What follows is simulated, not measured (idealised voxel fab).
A process module follows: voxel ribs on slabs.
Section shown: cut. Width: 140 nm. Cell size: 5 nm, square.
Cross-section = grid of square cells, listed top down in bands; band = one or more rows. Heights first: top, then bottom, in nm. Then materials, left to right, each with a width in nm. "full width" on a single material: fills the band edge to edge. "air": empty space. Note: height 0 marks the level under which the wafer is uniformly one material as received. Lowest band unbounded below, written "0 nm and below". The width entry "30->40" should be interpreted row by row: the top row of cells in the band takes the first number, the bottom row takes the second number, and the change between adjacent rows is uniform throughout. No cell of the cross-section changed in a step that is given as "nothing was modified". In "Voids, fully enclosed" the enclosed voids are listed, meaning empty spaces of 8 cells or larger without any opening to the top. The form is width x height at distance, distance from the left edge, units nm. On each step's line, the part that comes after the settings is the simulator's own comment on the step. overlay nm, on a step with a mask: how far to the right of its planned place the mask lay; to the left if negative.

These are the steps we planned for the process:
1: RECEIVE: material Si
2: DIRECTIONAL_DEP: material SiO2, thk nm 20
3: DIRECTIONAL_DEP: material SiN, thk nm 20
4: PATTERN: tone cover, mask id RIB, material resist, width nm 25, thk nm 15, overlay nm 0
5: DIRECTIONAL_ETCH: etch materials SiN, depth nm 15
6: STRIP: etch materials resist
7: MASKED_ETCH: tone cover, mask id SLAB, width nm 55, etch materials SiN, depth nm 5, overlay nm 0
8: FILL_DEP: material SiO2, thk nm 15
9: CMP: height nm 50
10: DIRECTIONAL_DEP: material TiN, thk nm 5
11: DIRECTIONAL_DEP: material aC, thk nm 15
12: PATTERN: tone cover, mask id HEATER, material resist, width nm 25, thk nm 35, overlay nm 0
13: DIRECTIONAL_ETCH: etch materials aC, depth nm 15
14: STRIP: etch materials resist
15: DIRECTIONAL_ETCH: etch materials TiN, depth nm 5
16: STRIP: etch materials aC
17: CONFORMAL_DEP: material SiN, thk nm 10
It is noted that the wafers described herein are identical at the outset and are distinguished by the width nm of step 12; the value stated in the plan corresponds to the first wafer.

As-received state after step 1, first of several wafers, cross-section:
0 nm and below = Si full width
Voids, fully enclosed: none

wafer rows; end of module; cells per material since receipt: (+) gained, (-) lost; then closed voids:
width nm 25; +86 SiN; +254 SiO2; +5 TiN; Voids, fully enclosed: none
width nm 30; +86 SiN; +254 SiO2; +6 TiN; Voids, fully enclosed: none
width nm 35; +86 SiN; +254 SiO2; +7 TiN; Voids, fully enclosed: none
width nm 40; +86 SiN; +254 SiO2; +8 TiN; Voids, fully enclosed: none
width nm 45; +86 SiN; +254 SiO2; +9 TiN; Voids, fully enclosed: none
width nm 50; +86 SiN; +254 SiO2; +10 TiN; Voids, fully enclosed: none
